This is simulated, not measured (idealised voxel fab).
Presented below is a process module, voxel self aligned vias.
The figure presents cross-section cut, which has a width of 145 nm and is divided into square cells with an edge length of 5 nm.
For the purposes of this document, a cross-section shall be understood as a grid of square cells, specified as bands listed in top-to-bottom order, each band consisting of one or more rows of cells.
Basically the band line says how high the top is and how high the bottom is, in nm, and then what's in it from left to right, every material with its width in nm. Empty space shows up as "blank", and if a single material carries "throughout" it runs the full band edge to edge.
Heights are reckoned from 0. Under this level, the received wafer is all of one material. The bottommost band is open-ended downward, for example "z 0 and below".
A width such as "30..40" changes by the same amount from each row of cells to the next, from the band's top row to its bottom row.
Key: "identical to before" - step with no changed cell in the cross-section.
"Trapped cavities" - sealed voids, min. 8 cells, no opening to top; format: width x height at distance (distance from left edge; nm throughout).
What comes after the settings on a step's line is commentary from the simulator itself on that step.
The line of a step may include "overlay nm". On a step with a mask, this value is how far to the right of its planned place the mask lay. A negative value means the mask lay to the left.

**So here's the lineup of process steps we planned**
1) RECEIVE (material Si)
2) CONFORMAL_DEP (material SiO2; thk nm 15)
3) CONFORMAL_DEP (material SiCN; thk nm 5)
4) DIRECTIONAL_DEP (material SiO2; thk nm 20)
5) PATTERN (tone open; mask id LINES; material resist; width nm 20; pitch nm 50; thk nm 20; overlay nm 0)
6) DIRECTIONAL_ETCH (etch materials SiO2; depth nm 20)
7) STRIP (etch materials resist)
8) CONFORMAL_DEP (material TiN; thk nm 5)
9) FILL_DEP (material Ru; thk nm 10)
10) CMP (height nm 40)
11) SELECTIVE_ETCH (etch materials W Ru TiN; depth nm 5)
12) FILL_DEP (material SiN; thk nm 5)
13) CMP (height nm 40)
14) DIRECTIONAL_DEP (material SiO2; thk nm 15)
15) PATTERN (tone open; mask id VIAS; material resist; width nm 30; pitch nm 50; thk nm 20; overlay nm 0)
16) DIRECTIONAL_ETCH (etch materials SiO2; depth nm 15)
17) DIRECTIONAL_ETCH (etch materials SiN; depth nm 5)
18) STRIP (etch materials resist)
19) CONFORMAL_DEP (material TiN; thk nm 5)
20) FILL_DEP (material W; thk nm 10)
21) CMP (height nm 55)
22) CONFORMAL_DEP (material SiCN; thk nm 5)

**Cross-section of the wafer upon arrival, representing the state reached after step 1**
  z 0 and below  Si throughout
  Trapped cavities: none

**First of two wafers: cross-section at end of module, run per plan**
  z 60 to 55  SiCN throughout
  z 55 to 45  SiO2: 30, TiN: 5, W: 20, TiN: 5, SiO2: 20, TiN: 5, W: 20, TiN: 5, SiO2: 35
  z 45 to 40  SiO2: 30, TiN: 10, W: 10, TiN: 10, SiO2: 20, TiN: 10, W: 10, TiN: 10, SiO2: 35
  z 40 to 35  SiO2: 35, TiN: 20, SiO2: 30, TiN: 20, SiO2: 40
  z 35 to 25  SiO2: 35, TiN: 5, Ru: 10, TiN: 5, SiO2: 30, TiN: 5, Ru: 10, TiN: 5, SiO2: 40
  z 25 to 20  SiO2: 35, TiN: 20, SiO2: 30, TiN: 20, SiO2: 40
  z 20 to 15  SiCN throughout
  z 15 to 0  SiO2 throughout
  z 0 and below  Si throughout
  Trapped cavities: none

**Second wafer through the module, sectioned at the end: same beginning and same plan as the first wafer, with one mistake in carrying it out**
  z 60 to 55  SiCN throughout
  z 55 to 40  SiO2: 30, TiN: 5, W: 20, TiN: 5, SiO2: 20, TiN: 5, W: 20, TiN: 5, SiO2: 35
  z 40 to 35  SiN: 30, TiN: 30, SiN: 20, TiN: 30, SiN: 35
  z 35 to 25  SiO2: 35, TiN: 5, Ru: 10, TiN: 5, SiO2: 30, TiN: 5, Ru: 10, TiN: 5, SiO2: 40
  z 25 to 20  SiO2: 35, TiN: 20, SiO2: 30, TiN: 20, SiO2: 40
  z 20 to 15  SiCN throughout
  z 15 to 0  SiO2 throughout
  z 0 and below  Si throughout
  Trapped cavities: none
Run error: step 4 was processed under conditions differing from the plan, specifically as DIRECTIONAL_DEP (material SiO2; thk nm 15)
Final tally in cells, some materials are higher or lower on the second wafer than on the first: +17 SiN | -21 SiO2 | +4 W
